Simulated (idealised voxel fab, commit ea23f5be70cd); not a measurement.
Process module in this document: voxel transistor to metal
This is section cut - it's 255 nm across, gridded in 5 nm square cells.
Notation: cross-section as square-cell grid; stated in bands, top first, going down; one or more cell rows per band.
For a band, the entry starts with two heights in nm, that of the top and then that of the bottom, and carries on with the band's materials in order from left to right, each alongside its width in nm; the word "all across" beside a single material means it fills the band edge to edge, and "blank" means empty space.
Note: height 0 marks the level under which the wafer is uniformly one material as received. Lowest band unbounded below, written "0 and below".
You'd read "30..40" like this: the band's top row of cells is as wide as the first number, its bottom row is as wide as the second, and going down, every row changes width by the same amount as the row before did.
For the purposes of this document, the phrase "nothing changed" attached to a step denotes that no cell within the cross-section was modified by that step.
The list in "Fully enclosed voids" covers empty spaces of 8 cells or more that cannot reach the top through any open way, and it gives each as width x height at distance; the distance is from the left edge, and width, height and distance are in nm.
What comes after the settings on a step's line is commentary from the simulator itself on that step.
overlay nm: where the mask lay relative to plan, measured to the right, on steps with a mask; negatives go left.

### The following list gives the planned process steps
| 1 | RECEIVE (material Si) |
| 2 | CONFORMAL_DEP (material SiO2; thk nm 5) |
| 3 | CONFORMAL_DEP (material SiN; thk nm 15) |
| 4 | MASKED_ETCH (tone cover; mask id ACTIVE; width nm 90; pitch nm 110; etch materials SiN; depth nm 15; overlay nm 0) |
| 5 | MASKED_ETCH (tone cover; mask id ACTIVE; width nm 90; pitch nm 110; etch materials SiO2; depth nm 5; overlay nm 0) |
| 6 | MASKED_ETCH (tone cover; mask id ACTIVE; width nm 90; pitch nm 110; etch materials Si; depth nm 25; overlay nm 0) |
| 7 | OXIDIZE (depth nm 5) |
| 8 | FILL_DEP (material SiO2; thk nm 10) |
| 9 | CMP (height nm 20) |
| 10 | SELECTIVE_ETCH (etch materials SiO2; depth nm 10) |
| 11 | STRIP (etch materials SiN) |
| 12 | SELECTIVE_ETCH (etch materials SiO2; depth nm 5) |
| 13 | OXIDIZE (depth nm 5) |
| 14 | DIRECTIONAL_DEP (material polySi; thk nm 25) |
| 15 | DIRECTIONAL_DEP (material SiCN; thk nm 15) |
| 16 | PATTERN (tone cover; mask id GATE; material resist; width nm 20; pitch nm 110; thk nm 20; overlay nm 0) |
| 17 | DIRECTIONAL_ETCH (etch materials SiCN; depth nm 25) |
| 18 | DIRECTIONAL_ETCH (etch materials polySi; depth nm 35) |
| 19 | STRIP (etch materials resist) |
| 20 | CONFORMAL_DEP (material SiN; thk nm 10) |
| 21 | DIRECTIONAL_ETCH (etch materials SiN; depth nm 10) |
| 22 | DIRECTIONAL_ETCH (etch materials SiO2; depth nm 5) |
| 23 | DIRECTIONAL_ETCH (etch materials Si; depth nm 10) |
| 24 | EPI (material nSi; thk nm 15) |
| 25 | FILL_DEP (material SiO2; thk nm 5) |
| 26 | CMP (height nm 40) |
| 27 | DIRECTIONAL_DEP (material SiO2; thk nm 10) |
| 28 | PATTERN (tone open; mask id CONTACT; material resist; width nm 25; pitch nm 55; thk nm 15; overlay nm 0) |
| 29 | DIRECTIONAL_ETCH (etch materials SiO2; depth nm 50) |
| 30 | STRIP (etch materials resist) |
| 31 | CONFORMAL_DEP (material TiN; thk nm 5) |
| 32 | FILL_DEP (material Ru; thk nm 5) |
| 33 | CMP (height nm 50) |
| 34 | DIRECTIONAL_DEP (material TiN; thk nm 5) |
| 35 | DIRECTIONAL_DEP (material Ru; thk nm 15) |
| 36 | MASKED_ETCH (tone cover; mask id METAL_1; width nm 15; etch materials Ru; depth nm 15; overlay nm 0) |
| 37 | MASKED_ETCH (tone cover; mask id METAL_1; width nm 15; etch materials TiN; depth nm 5; overlay nm 0) |
| 38 | CONFORMAL_DEP (material SiN; thk nm 5) |
| 39 | FILL_DEP (material SiO2; thk nm 10) |
| 40 | CMP (height nm 70) |
| 41 | CONFORMAL_DEP (material SiCN; thk nm 5) |
| 42 | DIRECTIONAL_DEP (material SiO2; thk nm 30) |
| 43 | MASKED_ETCH (tone open; mask id METAL_2; width nm 15; pitch nm 110; etch materials SiO2; depth nm 15; overlay nm 0) |
| 44 | DIRECTIONAL_DEP (material aC; thk nm 10) |
| 45 | PATTERN (tone open; mask id METAL_2_HOLES; material resist; width nm 15; pitch nm 110; thk nm 30; overlay nm 0) |
| 46 | DIRECTIONAL_ETCH (etch materials aC; depth nm 10) |
| 47 | STRIP (etch materials resist) |
| 48 | DIRECTIONAL_ETCH (etch materials SiO2; depth nm 15) |
| 49 | DIRECTIONAL_ETCH (etch materials SiCN; depth nm 5) |
| 50 | STRIP (etch materials aC) |
| 51 | CONFORMAL_DEP (material TiN; thk nm 5) |
| 52 | FILL_DEP (material Ru; thk nm 5) |
| 53 | CMP (height nm 105) |
| 54 | CONFORMAL_DEP (material SiN; thk nm 5) |

### As received (post step 1): cross-section
- 0 and below | Si all across
- Fully enclosed voids: none

### One mistake in running the module, otherwise start and plan as above: cross-section at the end
- 110 down to 105 | SiN all across
- 105 down to 75 | SiO2 30  TiN 5  Ru 5  TiN 5  SiO2 95  TiN 5  Ru 5  TiN 5  SiO2 100
- 75 down to 70 | SiCN 30  TiN 15  SiCN 95  TiN 15  SiCN 100
- 70 down to 55 | SiO2 25  SiN 5  Ru 15  SiN 5  SiO2 40  SiN 5  Ru 15  SiN 5  SiO2 20  SiN 5  Ru 15  SiN 5  SiO2 40  SiN 5  Ru 15  SiN 5  SiO2 30
- 55 down to 50 | SiN 30  TiN 15  SiN 50  TiN 15  SiN 30  TiN 15  SiN 50  TiN 15  SiN 35
- 50 down to 45 | SiO2 20  TiN 5  Ru 15  TiN 5  SiO2 30  TiN 5  Ru 15  TiN 5  SiO2 30  TiN 5  Ru 15  TiN 5  SiO2 30  TiN 5  Ru 15  TiN 5  SiO2 45
- 45 down to 40 | SiO2 20  TiN 5  Ru 15  TiN 5  SiO2 30  TiN 25  SiO2 30  TiN 5  Ru 15  TiN 5  SiO2 30  TiN 25  SiO2 45
- 40 down to 25 | SiO2 20  TiN 5  Ru 15  TiN 5  SiO2 5  SiN 10  SiCN 20  SiN 10  TiN 10  SiO2 30  TiN 5  Ru 15  TiN 5  SiO2 5  SiN 10  SiCN 20  SiN 10  TiN 10  SiO2 45
- 25 down to 15 | SiO2 20  TiN 5  Ru 15  TiN 5  SiO2 5  SiN 10  polySi 20  SiN 10  TiN 10  SiO2 30  TiN 5  Ru 15  TiN 5  SiO2 5  SiN 10  polySi 20  SiN 10  TiN 10  SiO2 45
- 15 down to 10 | SiO2 20  TiN 5  Ru 5  TiN 15  SiO2 5  SiN 10  polySi 20  SiN 10  TiN 10  SiO2 30  TiN 5  Ru 5  TiN 15  SiO2 5  SiN 10  polySi 20  SiN 10  TiN 10  SiO2 45
- 10 down to 5 | SiO2 20  TiN 15  nSi 15  SiN 10  polySi 20  SiN 10  nSi 15  SiO2 25  TiN 15  nSi 15  SiN 10  polySi 20  SiN 10  nSi 15  SiO2 40
- 5 down to 0 | SiO2 20  SiN 10  TiN 5  nSi 15  SiN 10  polySi 20  SiN 10  nSi 15  SiO2 5  SiN 10  SiO2 10  SiN 10  TiN 5  nSi 15  SiN 10  polySi 20  SiN 10  nSi 15  SiO2 5  SiN 10  SiO2 25
- 0 down to -5 | SiO2 30  nSi 20  SiO2 40  nSi 20  SiO2 30  nSi 20  SiO2 40  nSi 20  SiO2 35
- -5 down to -15 | SiO2 30  nSi 20  Si 40  nSi 20  SiO2 30  nSi 20  Si 40  nSi 20  SiO2 35
- -15 down to -30 | SiO2 30  Si 80  SiO2 30  Si 80  SiO2 35
- -30 and below | Si all across
- Fully enclosed voids: none
Plan not followed: step 28 was run on a setting that differed from the plan, and what really ran there is PATTERN (tone open; mask id CONTACT; material resist; width nm 25; pitch nm 55; thk nm 15; overlay nm -10)
